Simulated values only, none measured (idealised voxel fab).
You're looking at the process module voxel capacitor over wiring.
The cross-section on display is named cut; it measures 220 nm wide, and its cells are 5 nm squares.
Bands, listed from the top down, are how a cross-section gets written in this document; the cross-section itself is a grid of square cells, and a band is one or more rows of them.
Band entry format. Leading values: height of top, height of bottom, nm. Remainder: materials in left-to-right order, each with its width in nm. Special words: "all across" on a single material, which then fills the band edge to edge; "air", empty space.
Height 0 is the level under which the wafer as received is all one material. The lowest band goes on downwards, as in "top 0, no bottom".
When a width is written as two numbers, as in "30->40", the first number is the width in the top row of cells of the band and the second is the width in its bottom row, and the width changes by the same amount from each row to the next.
Step marked "no alteration"? Then no cell in the cross-section changed in it.
Under "Closed void table" you'll find the enclosed gaps, the ones with no way out to the top, that are 8 cells or bigger; each reads width x height at distance, with distance counted from the left edge, everything in nm.
If you see something after the settings on a step's line, that's the simulator's own remark about that step.
Regarding "overlay nm": on a step with a mask, it is the distance the mask lay to the right of its planned place; a negative value places it to the left.
SO HERE'S THE LINEUP OF PROCESS STEPS WE PLANNED
1) RECEIVE: material Si
2) CONFORMAL_DEP: material SiO2, thk nm 15
3) DIRECTIONAL_DEP: material TiN, thk nm 5
4) DIRECTIONAL_DEP: material W, thk nm 20
5) DIRECTIONAL_DEP: material aC, thk nm 10
6) PATTERN: tone cover, mask id METAL_1, material resist, width nm 20, pitch nm 70, thk nm 30, overlay nm 0
7) DIRECTIONAL_ETCH: etch materials aC, depth nm 10
8) STRIP: etch materials resist
9) DIRECTIONAL_ETCH: etch materials W, depth nm 20
10) DIRECTIONAL_ETCH: etch materials TiN, depth nm 5
11) STRIP: etch materials aC
12) CONFORMAL_DEP: material SiCN, thk nm 5
13) FILL_DEP: material lowk, thk nm 5
14) CMP: height nm 40
15) CONFORMAL_DEP: material SiCN, thk nm 5
16) DIRECTIONAL_DEP: material lowk, thk nm 20
17) PATTERN: tone open, mask id PLUG_1, material resist, width nm 15, thk nm 20, overlay nm 0
18) DIRECTIONAL_ETCH: etch materials lowk, depth nm 20
19) DIRECTIONAL_ETCH: etch materials SiCN, depth nm 5
20) STRIP: etch materials resist
21) CONFORMAL_DEP: material TiN, thk nm 5
22) FILL_DEP: material Ru, thk nm 5
23) CMP: height nm 65
24) DIRECTIONAL_DEP: material TiN, thk nm 10
25) DIRECTIONAL_DEP: material HfO2, thk nm 5
26) DIRECTIONAL_DEP: material TiN, thk nm 10
27) PATTERN: tone cover, mask id UPPER_PLATE, material resist, width nm 55, thk nm 15, overlay nm 0
28) DIRECTIONAL_ETCH: etch materials TiN, depth nm 10
29) DIRECTIONAL_ETCH: etch materials HfO2, depth nm 5
30) STRIP: etch materials resist
31) PATTERN: tone cover, mask id LOWER_PLATE, material resist, width nm 65, thk nm 15, overlay nm 0
32) DIRECTIONAL_ETCH: etch materials TiN, depth nm 10
33) STRIP: etch materials resist
34) FILL_DEP: material SiO2, thk nm 15
35) CMP: height nm 100
36) DIRECTIONAL_DEP: material aC, thk nm 15
37) PATTERN: tone open, mask id PLUG_2, material resist, width nm 15, thk nm 30, overlay nm 0
38) DIRECTIONAL_ETCH: etch materials aC, depth nm 15
39) STRIP: etch materials resist
40) DIRECTIONAL_ETCH: etch materials SiO2, depth nm 10
41) STRIP: etch materials aC
42) CONFORMAL_DEP: material TiN, thk nm 5
43) FILL_DEP: material Cu, thk nm 10
44) CMP: height nm 100
45) CONFORMAL_DEP: material SiN, thk nm 5
THE FIRST OF TWO WAFERS, RUN AS PLANNED
CROSS-SECTIONAL VIEW OF THE WAFER IN ITS AS-RECEIVED CONDITION, CORRESPONDING TO THE STATE AFTER STEP 1
> top 0, no bottom  Si all across
> Closed void table: none
UPON COMPLETION OF STEP 2, THE WAFER APPEARS IN CROSS-SECTION AS SHOWN
> top 15, bottom 0  SiO2 all across
> Rest of section, below 0: as before.
UPON COMPLETION OF STEP 3, THE WAFER APPEARS IN CROSS-SECTION AS SHOWN
> top 20, bottom 15  TiN all across
> Rest of section, below 15: as before.
UPON COMPLETION OF STEP 4, THE WAFER APPEARS IN CROSS-SECTION AS SHOWN
> top 40, bottom 20  W all across
> Rest of section, below 20: as before.
UPON COMPLETION OF STEP 5, THE WAFER APPEARS IN CROSS-SECTION AS SHOWN
> top 50, bottom 40  aC all across
> Rest of section, below 40: as before.
UPON COMPLETION OF STEP 6, THE WAFER APPEARS IN CROSS-SECTION AS SHOWN
> top 80, bottom 50  air 65 nm / resist 20 nm / air 50 nm / resist 20 nm / air 65 nm
> Rest of section, below 50: as before.
UPON COMPLETION OF STEP 7, THE WAFER APPEARS IN CROSS-SECTION AS SHOWN
> top 70, bottom 50  air 65 nm / resist 20 nm / air 50 nm / resist 20 nm / air 65 nm
> top 50, bottom 40  air 65 nm / aC 20 nm / air 50 nm / aC 20 nm / air 65 nm
> Rest of section, below 40: as before.
UPON COMPLETION OF STEP 8, THE WAFER APPEARS IN CROSS-SECTION AS SHOWN
> top 50, bottom 40  air 65 nm / aC 20 nm / air 50 nm / aC 20 nm / air 65 nm
> Rest of section, below 40: as before.
UPON COMPLETION OF STEP 9, THE WAFER APPEARS IN CROSS-SECTION AS SHOWN
> top 50, bottom 40  air 65 nm / aC 20 nm / air 50 nm / aC 20 nm / air 65 nm
> top 40, bottom 20  air 65 nm / W 20 nm / air 50 nm / W 20 nm / air 65 nm
> Rest of section, below 20: as before.
UPON COMPLETION OF STEP 10, THE WAFER APPEARS IN CROSS-SECTION AS SHOWN
> top 50, bottom 40  air 65 nm / aC 20 nm / air 50 nm / aC 20 nm / air 65 nm
> top 40, bottom 20  air 65 nm / W 20 nm / air 50 nm / W 20 nm / air 65 nm
> top 20, bottom 15  air 65 nm / TiN 20 nm / air 50 nm / TiN 20 nm / air 65 nm
> Rest of section, below 15: as before.
UPON COMPLETION OF STEP 11, THE WAFER APPEARS IN CROSS-SECTION AS SHOWN
> top 40, bottom 20  air 65 nm / W 20 nm / air 50 nm / W 20 nm / air 65 nm
> Rest of section, below 20: as before.
UPON COMPLETION OF STEP 12, THE WAFER APPEARS IN CROSS-SECTION AS SHOWN
> top 45, bottom 40  air 60 nm / SiCN 30 nm / air 40 nm / SiCN 30 nm / air 60 nm
> top 40, bottom 20  air 60 nm / SiCN 5 nm / W 20 nm / SiCN 5 nm / air 40 nm / SiCN 5 nm / W 20 nm / SiCN 5 nm / air 60 nm
> top 20, bottom 15  SiCN 65 nm / TiN 20 nm / SiCN 50 nm / TiN 20 nm / SiCN 65 nm
> Rest of section, below 15: as before.
UPON COMPLETION OF STEP 13, THE WAFER APPEARS IN CROSS-SECTION AS SHOWN
> top 50, bottom 45  lowk all across
> top 45, bottom 40  lowk 60 nm / SiCN 30 nm / lowk 40 nm / SiCN 30 nm / lowk 60 nm
> top 40, bottom 20  lowk 60 nm / SiCN 5 nm / W 20 nm / SiCN 5 nm / lowk 40 nm / SiCN 5 nm / W 20 nm / SiCN 5 nm / lowk 60 nm
> Rest of section, below 20: as before.
UPON COMPLETION OF STEP 14, THE WAFER APPEARS IN CROSS-SECTION AS SHOWN
> top 40, bottom 20  lowk 60 nm / SiCN 5 nm / W 20 nm / SiCN 5 nm / lowk 40 nm / SiCN 5 nm / W 20 nm / SiCN 5 nm / lowk 60 nm
> Rest of section, below 20: as before.
UPON COMPLETION OF STEP 15, THE WAFER APPEARS IN CROSS-SECTION AS SHOWN
> top 45, bottom 40  SiCN all across
> Rest of section, below 40: as before.
UPON COMPLETION OF STEP 16, THE WAFER APPEARS IN CROSS-SECTION AS SHOWN
> top 65, bottom 45  lowk all across
> Rest of section, below 45: as before.
UPON COMPLETION OF STEP 17, THE WAFER APPEARS IN CROSS-SECTION AS SHOWN
> top 85, bottom 65  resist 70 nm / air 15 nm / resist 135 nm
> Rest of section, below 65: as before.
UPON COMPLETION OF STEP 18, THE WAFER APPEARS IN CROSS-SECTION AS SHOWN
> top 85, bottom 65  resist 70 nm / air 15 nm / resist 135 nm
> top 65, bottom 45  lowk 70 nm / air 15 nm / lowk 135 nm
> Rest of section, below 45: as before.
UPON COMPLETION OF STEP 19, THE WAFER APPEARS IN CROSS-SECTION AS SHOWN
> top 85, bottom 65  resist 70 nm / air 15 nm / resist 135 nm
> top 65, bottom 45  lowk 70 nm / air 15 nm / lowk 135 nm
> top 45, bottom 40  SiCN 70 nm / air 15 nm / SiCN 135 nm
> Rest of section, below 40: as before.
UPON COMPLETION OF STEP 20, THE WAFER APPEARS IN CROSS-SECTION AS SHOWN
> top 65, bottom 45  lowk 70 nm / air 15 nm / lowk 135 nm
> Rest of section, below 45: as before.
UPON COMPLETION OF STEP 21, THE WAFER APPEARS IN CROSS-SECTION AS SHOWN
> top 70, bottom 65  TiN 75 nm / air 5 nm / TiN 140 nm
> top 65, bottom 45  lowk 70 nm / TiN 5 nm / air 5 nm / TiN 5 nm / lowk 135 nm
> top 45, bottom 40  SiCN 70 nm / TiN 15 nm / SiCN 135 nm
> Rest of section, below 40: as before.
UPON COMPLETION OF STEP 22, THE WAFER APPEARS IN CROSS-SECTION AS SHOWN
> top 75, bottom 70  Ru all across
> top 70, bottom 65  TiN 75 nm / Ru 5 nm / TiN 140 nm
> top 65, bottom 45  lowk 70 nm / TiN 5 nm / Ru 5 nm / TiN 5 nm / lowk 135 nm
> Rest of section, below 45: as before.
UPON COMPLETION OF STEP 23, THE WAFER APPEARS IN CROSS-SECTION AS SHOWN
> top 65, bottom 45  lowk 70 nm / TiN 5 nm / Ru 5 nm / TiN 5 nm / lowk 135 nm
> Rest of section, below 45: as before.
UPON COMPLETION OF STEP 24, THE WAFER APPEARS IN CROSS-SECTION AS SHOWN
> top 75, bottom 65  TiN all across
> Rest of section, below 65: as before.
UPON COMPLETION OF STEP 25, THE WAFER APPEARS IN CROSS-SECTION AS SHOWN
> top 80, bottom 75  HfO2 all across
> Rest of section, below 75: as before.
UPON COMPLETION OF STEP 26, THE WAFER APPEARS IN CROSS-SECTION AS SHOWN
> top 90, bottom 80  TiN all across
> Rest of section, below 80: as before.
UPON COMPLETION OF STEP 27, THE WAFER APPEARS IN CROSS-SECTION AS SHOWN
> top 105, bottom 90  air 70 nm / resist 55 nm / air 95 nm
> Rest of section, below 90: as before.
UPON COMPLETION OF STEP 28, THE WAFER APPEARS IN CROSS-SECTION AS SHOWN
> top 105, bottom 90  air 70 nm / resist 55 nm / air 95 nm
> top 90, bottom 80  air 70 nm / TiN 55 nm / air 95 nm
> Rest of section, below 80: as before.
UPON COMPLETION OF STEP 29, THE WAFER APPEARS IN CROSS-SECTION AS SHOWN
> top 105, bottom 90  air 70 nm / resist 55 nm / air 95 nm
> top 90, bottom 80  air 70 nm / TiN 55 nm / air 95 nm
> top 80, bottom 75  air 70 nm / HfO2 55 nm / air 95 nm
> Rest of section, below 75: as before.
UPON COMPLETION OF STEP 30, THE WAFER APPEARS IN CROSS-SECTION AS SHOWN
> top 90, bottom 80  air 70 nm / TiN 55 nm / air 95 nm
> Rest of section, below 80: as before.
UPON COMPLETION OF STEP 31, THE WAFER APPEARS IN CROSS-SECTION AS SHOWN
> top 105, bottom 90  air 65 nm / resist 65 nm / air 90 nm
> top 90, bottom 80  air 65 nm / resist 5 nm / TiN 55 nm / resist 5 nm / air 90 nm
> top 80, bottom 75  air 65 nm / resist 5 nm / HfO2 55 nm / resist 5 nm / air 90 nm
> Rest of section, below 75: as before.
UPON COMPLETION OF STEP 32, THE WAFER APPEARS IN CROSS-SECTION AS SHOWN
> top 105, bottom 90  air 65 nm / resist 65 nm / air 90 nm
> top 90, bottom 80  air 65 nm / resist 5 nm / TiN 55 nm / resist 5 nm / air 90 nm
> top 80, bottom 75  air 65 nm / resist 5 nm / HfO2 55 nm / resist 5 nm / air 90 nm
> top 75, bottom 65  air 65 nm / TiN 65 nm / air 90 nm
> Rest of section, below 65: as before.
UPON COMPLETION OF STEP 33, THE WAFER APPEARS IN CROSS-SECTION AS SHOWN
> top 90, bottom 80  air 70 nm / TiN 55 nm / air 95 nm
> top 80, bottom 75  air 70 nm / HfO2 55 nm / air 95 nm
> Rest of section, below 75: as before.
UPON COMPLETION OF STEP 34, THE WAFER APPEARS IN CROSS-SECTION AS SHOWN
> top 105, bottom 90  SiO2 all across
> top 90, bottom 80  SiO2 70 nm / TiN 55 nm / SiO2 95 nm
> top 80, bottom 75  SiO2 70 nm / HfO2 55 nm / SiO2 95 nm
> top 75, bottom 65  SiO2 65 nm / TiN 65 nm / SiO2 90 nm
> Rest of section, below 65: as before.
UPON COMPLETION OF STEP 35, THE WAFER APPEARS IN CROSS-SECTION AS SHOWN
> top 100, bottom 90  SiO2 all across
> Rest of section, below 90: as before.
UPON COMPLETION OF STEP 36, THE WAFER APPEARS IN CROSS-SECTION AS SHOWN
> top 115, bottom 100  aC all across
> Rest of section, below 100: as before.
UPON COMPLETION OF STEP 37, THE WAFER APPEARS IN CROSS-SECTION AS SHOWN
> top 145, bottom 115  resist 80 nm / air 15 nm / resist 125 nm
> Rest of section, below 115: as before.
UPON COMPLETION OF STEP 38, THE WAFER APPEARS IN CROSS-SECTION AS SHOWN
> top 130, bottom 115  resist 80 nm / air 15 nm / resist 125 nm
> top 115, bottom 100  aC 80 nm / air 15 nm / aC 125 nm
> Rest of section, below 100: as before.
UPON COMPLETION OF STEP 39, THE WAFER APPEARS IN CROSS-SECTION AS SHOWN
> top 115, bottom 100  aC 80 nm / air 15 nm / aC 125 nm
> Rest of section, below 100: as before.
UPON COMPLETION OF STEP 40, THE WAFER APPEARS IN CROSS-SECTION AS SHOWN
> top 115, bottom 100  aC 80 nm / air 15 nm / aC 125 nm
> top 100, bottom 90  SiO2 80 nm / air 15 nm / SiO2 125 nm
> Rest of section, below 90: as before.
UPON COMPLETION OF STEP 41, THE WAFER APPEARS IN CROSS-SECTION AS SHOWN
> top 100, bottom 90  SiO2 80 nm / air 15 nm / SiO2 125 nm
> Rest of section, below 90: as before.
UPON COMPLETION OF STEP 42, THE WAFER APPEARS IN CROSS-SECTION AS SHOWN
> top 105, bottom 100  TiN 85 nm / air 5 nm / TiN 130 nm
> top 100, bottom 95  SiO2 80 nm / TiN 5 nm / air 5 nm / TiN 5 nm / SiO2 125 nm
> top 95, bottom 90  SiO2 80 nm / TiN 15 nm / SiO2 125 nm
> Rest of section, below 90: as before.
UPON COMPLETION OF STEP 43, THE WAFER APPEARS IN CROSS-SECTION AS SHOWN
> top 115, bottom 105  Cu all across
> top 105, bottom 100  TiN 85 nm / Cu 5 nm / TiN 130 nm
> top 100, bottom 95  SiO2 80 nm / TiN 5 nm / Cu 5 nm / TiN 5 nm / SiO2 125 nm
> Rest of section, below 95: as before.
UPON COMPLETION OF STEP 44, THE WAFER APPEARS IN CROSS-SECTION AS SHOWN
> top 100, bottom 95  SiO2 80 nm / TiN 5 nm / Cu 5 nm / TiN 5 nm / SiO2 125 nm
> Rest of section, below 95: as before.
UPON COMPLETION OF STEP 45, THE WAFER APPEARS IN CROSS-SECTION AS SHOWN
> top 105, bottom 100  SiN all across
> Rest of section, below 100: as before.
HERE THE SECOND WAFER IS DESCRIBED. ITS START AND ITS PLAN WERE THOSE OF THE FIRST WAFER. ITS RUN CONTAINED ONE MISTAKE. UP TO AND INCLUDING STEP 24, IT DID EXACTLY WHAT THE FIRST WAFER DID
CROSS-SECTION OF THE SECOND WAFER AT THE TIME STEP 25 OF THE PLAN SHOULD HAVE ENDED
> top 85, bottom 65  TiN all across
> Rest of section, below 65: as before.
CROSS-SECTION OF THE SECOND WAFER AT THE TIME STEP 26 OF THE PLAN SHOULD HAVE ENDED
> top 90, bottom 85  HfO2 all across
> Rest of section, below 85: as before.
CROSS-SECTION OF THE SECOND WAFER AT THE TIME STEP 27 OF THE PLAN SHOULD HAVE ENDED
> top 105, bottom 90  air 70 nm / resist 55 nm / air 95 nm
> Rest of section, below 90: as before.
Cross-section of the second wafer at the time step 28 of the plan should have ended: no alteration
CROSS-SECTION OF THE SECOND WAFER AT THE TIME STEP 29 OF THE PLAN SHOULD HAVE ENDED
> top 105, bottom 90  air 70 nm / resist 55 nm / air 95 nm
> top 90, bottom 85  air 70 nm / HfO2 55 nm / air 95 nm
> Rest of section, below 85: as before.
CROSS-SECTION OF THE SECOND WAFER AT THE TIME STEP 30 OF THE PLAN SHOULD HAVE ENDED
> top 90, bottom 85  air 70 nm / HfO2 55 nm / air 95 nm
> Rest of section, below 85: as before.
CROSS-SECTION OF THE SECOND WAFER AT THE TIME STEP 31 OF THE PLAN SHOULD HAVE ENDED
> top 105, bottom 90  air 65 nm / resist 65 nm / air 90 nm
> top 90, bottom 85  air 65 nm / resist 5 nm / HfO2 55 nm / resist 5 nm / air 90 nm
> Rest of section, below 85: as before.
CROSS-SECTION OF THE SECOND WAFER AT THE TIME STEP 32 OF THE PLAN SHOULD HAVE ENDED
> top 105, bottom 90  air 65 nm / resist 65 nm / air 90 nm
> top 90, bottom 85  air 65 nm / resist 5 nm / HfO2 55 nm / resist 5 nm / air 90 nm
> top 85, bottom 75  air 65 nm / TiN 65 nm / air 90 nm
> Rest of section, below 75: as before.
CROSS-SECTION OF THE SECOND WAFER AT THE TIME STEP 33 OF THE PLAN SHOULD HAVE ENDED
> top 90, bottom 85  air 70 nm / HfO2 55 nm / air 95 nm
> Rest of section, below 85: as before.
CROSS-SECTION OF THE SECOND WAFER AT THE TIME STEP 34 OF THE PLAN SHOULD HAVE ENDED
> top 105, bottom 90  SiO2 all across
> top 90, bottom 85  SiO2 70 nm / HfO2 55 nm / SiO2 95 nm
> top 85, bottom 75  SiO2 65 nm / TiN 65 nm / SiO2 90 nm
> Rest of section, below 75: as before.
CROSS-SECTION OF THE SECOND WAFER AT THE TIME STEP 35 OF THE PLAN SHOULD HAVE ENDED
> top 100, bottom 90  SiO2 all across
> Rest of section, below 90: as before.
CROSS-SECTION OF THE SECOND WAFER AT THE TIME STEP 36 OF THE PLAN SHOULD HAVE ENDED
> top 115, bottom 100  aC all across
> Rest of section, below 100: as before.
CROSS-SECTION OF THE SECOND WAFER AT THE TIME STEP 37 OF THE PLAN SHOULD HAVE ENDED
> top 145, bottom 115  resist 80 nm / air 15 nm / resist 125 nm
> Rest of section, below 115: as before.
CROSS-SECTION OF THE SECOND WAFER AT THE TIME STEP 38 OF THE PLAN SHOULD HAVE ENDED
> top 130, bottom 115  resist 80 nm / air 15 nm / resist 125 nm
> top 115, bottom 100  aC 80 nm / air 15 nm / aC 125 nm
> Rest of section, below 100: as before.
CROSS-SECTION OF THE SECOND WAFER AT THE TIME STEP 39 OF THE PLAN SHOULD HAVE ENDED
> top 115, bottom 100  aC 80 nm / air 15 nm / aC 125 nm
> Rest of section, below 100: as before.
CROSS-SECTION OF THE SECOND WAFER AT THE TIME STEP 40 OF THE PLAN SHOULD HAVE ENDED
> top 115, bottom 100  aC 80 nm / air 15 nm / aC 125 nm
> top 100, bottom 90  SiO2 80 nm / air 15 nm / SiO2 125 nm
> Rest of section, below 90: as before.
CROSS-SECTION OF THE SECOND WAFER AT THE TIME STEP 41 OF THE PLAN SHOULD HAVE ENDED
> top 100, bottom 90  SiO2 80 nm / air 15 nm / SiO2 125 nm
> Rest of section, below 90: as before.
CROSS-SECTION OF THE SECOND WAFER AT THE TIME STEP 42 OF THE PLAN SHOULD HAVE ENDED
> top 105, bottom 100  TiN 85 nm / air 5 nm / TiN 130 nm
> top 100, bottom 95  SiO2 80 nm / TiN 5 nm / air 5 nm / TiN 5 nm / SiO2 125 nm
> top 95, bottom 90  SiO2 80 nm / TiN 15 nm / SiO2 125 nm
> Rest of section, below 90: as before.
CROSS-SECTION OF THE SECOND WAFER AT THE TIME STEP 43 OF THE PLAN SHOULD HAVE ENDED
> top 115, bottom 105  Cu all across
> top 105, bottom 100  TiN 85 nm / Cu 5 nm / TiN 130 nm
> top 100, bottom 95  SiO2 80 nm / TiN 5 nm / Cu 5 nm / TiN 5 nm / SiO2 125 nm
> Rest of section, below 95: as before.
CROSS-SECTION OF THE SECOND WAFER AT THE TIME STEP 44 OF THE PLAN SHOULD HAVE ENDED
> top 100, bottom 95  SiO2 80 nm / TiN 5 nm / Cu 5 nm / TiN 5 nm / SiO2 125 nm
> Rest of section, below 95: as before.
CROSS-SECTION OF THE SECOND WAFER AT THE TIME STEP 45 OF THE PLAN SHOULD HAVE ENDED
> top 105, bottom 100  SiN all across
> Rest of section, below 100: as before.
Misprocessing identified: transposition of steps 25 and 26 relative to the planned sequence
At the finish, the second wafer shows more or fewer cells for some materials than the first does: SiO2: 66 fewer; TiN: 66 more
